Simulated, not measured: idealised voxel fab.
process module | voxel self aligned contacts
cross-section cut | 150 nm wide | cells 5 nm
A cross-section is a grid of square cells, given in bands from the top down. A band is one or more rows of cells.
Each band's line starts with the height of the band's top and of its bottom, in nm. Then come its materials from left to right, each with its width in nm. One material with "throughout" fills the band from edge to edge. "air" is empty space.
Height 0 is the level under which the wafer as received is all one material. The lowest band goes on downwards, as in "0 down".
A width such as "30 to 40" changes by the same amount from each row of cells to the next, from the band's top row to its bottom row.
"no change" after a step means that no cell of the cross-section changed.
closed voids: empty space of 8 cells or more with no open way to the top, each as width x height at its distance from the left edge, in nm
after a step's settings: what the simulator itself notes on the step
overlay nm, on a step with a mask: how far to the right of its planned place the mask lay; to the left if negative
plan
1 op RECEIVE | material Si
2 op CONFORMAL_DEP | material SiO2 | thk nm 5
3 op DIRECTIONAL_DEP | material polySi | thk nm 30
4 op DIRECTIONAL_DEP | material SiN | thk nm 20
5 op MASKED_ETCH | tone cover | mask id GATE | width nm 30 | pitch nm 60 | etch materials SiN | depth nm 20 | overlay nm 0
6 op MASKED_ETCH | tone cover | mask id GATE | width nm 30 | pitch nm 60 | etch materials polySi | depth nm 30 | overlay nm 0
7 op CONFORMAL_DEP | material SiN | thk nm 5
8 op DIRECTIONAL_ETCH | etch materials SiN | depth nm 5
9 op FILL_DEP | material SiO2 | thk nm 20
10 op CMP | height nm 65
11 op DIRECTIONAL_DEP | material aC | thk nm 15
12 op PATTERN | tone open | mask id CONTACT | material resist | width nm 40 | thk nm 30 | overlay nm 0
13 op DIRECTIONAL_ETCH | etch materials aC | depth nm 15
14 op STRIP | etch materials resist
15 op DIRECTIONAL_ETCH | etch materials SiO2 | depth nm 65
16 op STRIP | etch materials aC
17 op CONFORMAL_DEP | material TiN | thk nm 5
18 op FILL_DEP | material W | thk nm 5
19 op CMP | height nm 65
20 op CONFORMAL_DEP | material SiN | thk nm 5
as received, after step 1
  0 down: Si throughout
  closed voids: none
first wafer at the end, as planned
  70 to 65: SiN throughout
  65 to 55: SiO2 55 | TiN 5 to 15 | W 30 to 10 | TiN 5 to 15 | SiO2 55
  55 to 35: SiO2 25 | SiN 40 | TiN 5 | W 10 | TiN 5 | SiN 40 | SiO2 25
  35 to 5: SiO2 25 | SiN 5 | polySi 30 | SiN 5 | TiN 5 | W 10 | TiN 5 | SiN 5 | polySi 30 | SiN 5 | SiO2 25
  5 to 0: SiO2 65 | TiN 20 | SiO2 65
  0 down: Si throughout
  closed voids: none
second wafer at the end: like start, like plan, one mistake
  70 to 65: SiN throughout
  65 to 55: TiN throughout
  55 to 35: TiN 25 | SiN 40 | TiN 20 | SiN 40 | TiN 25
  35 to 5: TiN 25 | SiN 5 | polySi 30 | SiN 5 | TiN 20 | SiN 5 | polySi 30 | SiN 5 | TiN 25
  5 to 0: SiO2 throughout
  0 down: Si throughout
  closed voids: none
what went wrong: step 9 ran as: op FILL_DEP | material TiN | thk nm 20
at the end the second wafer has, in cells: 140 fewer of SiO2 | 168 more of TiN | 28 fewer of W
